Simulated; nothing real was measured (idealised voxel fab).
process module | voxel released beams
cross-section cut | 215 nm wide | cells 5 nm
A cross-section is a grid of square cells, given in bands from the top down. A band is one or more rows of cells.
Each band's line starts with the height of the band's top and of its bottom, in nm. Then come its materials from left to right, each with its width in nm. One material with "throughout" fills the band from edge to edge. "air" is empty space.
Height 0 is the level under which the wafer as received is all one material. The lowest band goes on downwards, as in "0 down".
A width such as "30 to 40" changes by the same amount from each row of cells to the next, from the band's top row to its bottom row.
"no change" after a step means that no cell of the cross-section changed.
closed voids: empty space of 8 cells or more with no open way to the top, each as width x height at its distance from the left edge, in nm
after a step's settings: what the simulator itself notes on the step
overlay nm, on a step with a mask: how far to the right of its planned place the mask lay; to the left if negative
plan
1 op RECEIVE | material Si
2 op CONFORMAL_DEP | material SiN | thk nm 10
3 op DIRECTIONAL_DEP | material SiO2 | thk nm 10
4 op DIRECTIONAL_DEP | material aC | thk nm 10
5 op PATTERN | tone open | mask id ANCHOR | material resist | width nm 35 | thk nm 25 | overlay nm 0
6 op DIRECTIONAL_ETCH | etch materials aC | depth nm 10
7 op STRIP | etch materials resist
8 op DIRECTIONAL_ETCH | etch materials SiO2 | depth nm 10
9 op STRIP | etch materials aC
10 op CONFORMAL_DEP | material polySi | thk nm 15
11 op DIRECTIONAL_DEP | material aC | thk nm 10
12 op PATTERN | tone cover | mask id BEAM | material resist | width nm 105 | thk nm 30 | overlay nm 0
13 op DIRECTIONAL_ETCH | etch materials aC | depth nm 10
14 op STRIP | etch materials resist
15 op DIRECTIONAL_ETCH | etch materials polySi | depth nm 15
16 op STRIP | etch materials aC
17 op STRIP | etch materials SiO2
first wafer, as planned
as received, after step 1
  0 down: Si throughout
  closed voids: none
after step 2
  10 to 0: SiN throughout
  below 0: unchanged
after step 3
  20 to 10: SiO2 throughout
  below 10: unchanged
after step 4
  30 to 20: aC throughout
  below 20: unchanged
after step 5
  55 to 30: resist 55 | air 35 | resist 125
  below 30: unchanged
after step 6
  45 to 30: resist 55 | air 35 | resist 125
  30 to 20: aC 55 | air 35 | aC 125
  below 20: unchanged
after step 7
  30 to 20: aC 55 | air 35 | aC 125
  below 20: unchanged
after step 8
  30 to 20: aC 55 | air 35 | aC 125
  20 to 10: SiO2 55 | air 35 | SiO2 125
  below 10: unchanged
after step 9
  20 to 10: SiO2 55 | air 35 | SiO2 125
  below 10: unchanged
after step 10
  35 to 25: polySi 70 | air 5 | polySi 140
  25 to 20: polySi throughout
  20 to 10: SiO2 55 | polySi 35 | SiO2 125
  below 10: unchanged
after step 11
  45 to 35: aC 70 | air 5 | aC 140
  35 to 25: polySi 70 | aC 5 | polySi 140
  below 25: unchanged
after step 12
  75 to 45: air 50 | resist 105 | air 60
  45 to 35: aC 70 | resist 5 | aC 140
  below 35: unchanged
after step 13
  65 to 45: air 50 | resist 105 | air 60
  45 to 35: air 50 | aC 20 | resist 5 | aC 80 | air 60
  below 35: unchanged
after step 14
  45 to 35: air 50 | aC 20 | air 5 | aC 80 | air 60
  below 35: unchanged
after step 15
  45 to 35: air 50 | aC 20 | air 5 | aC 80 | air 60
  35 to 25: air 50 | polySi 20 | aC 5 | polySi 80 | air 60
  25 to 20: air 50 | polySi 105 | air 60
  below 20: unchanged
after step 16
  35 to 25: air 50 | polySi 20 | air 5 | polySi 80 | air 60
  below 25: unchanged
after step 17
  35 to 25: air 50 | polySi 20 | air 5 | polySi 80 | air 60
  25 to 20: air 50 | polySi 105 | air 60
  20 to 10: air 55 | polySi 35 | air 125
  below 10: unchanged
second wafer: like start, like plan, one mistake. Through step 4 it matches the first wafer
when step 5 should have ended
  55 to 30: air 55 | resist 35 | air 125
  below 30: unchanged
when step 6 should have ended
  45 to 30: air 55 | resist 35 | air 125
  30 to 20: air 55 | aC 35 | air 125
  below 20: unchanged
when step 7 should have ended
  30 to 20: air 55 | aC 35 | air 125
  below 20: unchanged
when step 8 should have ended
  30 to 20: air 55 | aC 35 | air 125
  20 to 10: air 55 | SiO2 35 | air 125
  below 10: unchanged
when step 9 should have ended
  20 to 10: air 55 | SiO2 35 | air 125
  below 10: unchanged
when step 10 should have ended
  35 to 25: air 40 | polySi 65 | air 110
  25 to 20: polySi throughout
  20 to 10: polySi 55 | SiO2 35 | polySi 125
  below 10: unchanged
when step 11 should have ended
  45 to 35: air 40 | aC 65 | air 110
  35 to 25: aC 40 | polySi 65 | aC 110
  below 25: unchanged
when step 12 should have ended
  75 to 45: air 50 | resist 105 | air 60
  45 to 35: air 40 | aC 65 | resist 50 | air 60
  below 35: unchanged
when step 13 should have ended
  65 to 45: air 50 | resist 105 | air 60
  45 to 35: air 50 | aC 55 | resist 50 | air 60
  35 to 25: air 40 | polySi 65 | aC 50 | air 60
  below 25: unchanged
when step 14 should have ended
  45 to 35: air 50 | aC 55 | air 110
  below 35: unchanged
when step 15 should have ended
  45 to 35: air 50 | aC 55 | air 110
  35 to 25: air 50 | polySi 55 | aC 50 | air 60
  25 to 20: air 50 | polySi 105 | air 60
  20 to 10: air 40 | polySi 15 | SiO2 35 | polySi 65 | air 60
  below 10: unchanged
when step 16 should have ended
  35 to 25: air 50 | polySi 55 | air 110
  below 25: unchanged
when step 17 should have ended: no change
what went wrong: step 5 ran as: op PATTERN | tone cover | mask id ANCHOR | material resist | width nm 35 | thk nm 25 | overlay nm 0
at the end the second wafer has, in cells: 14 more of SiO2
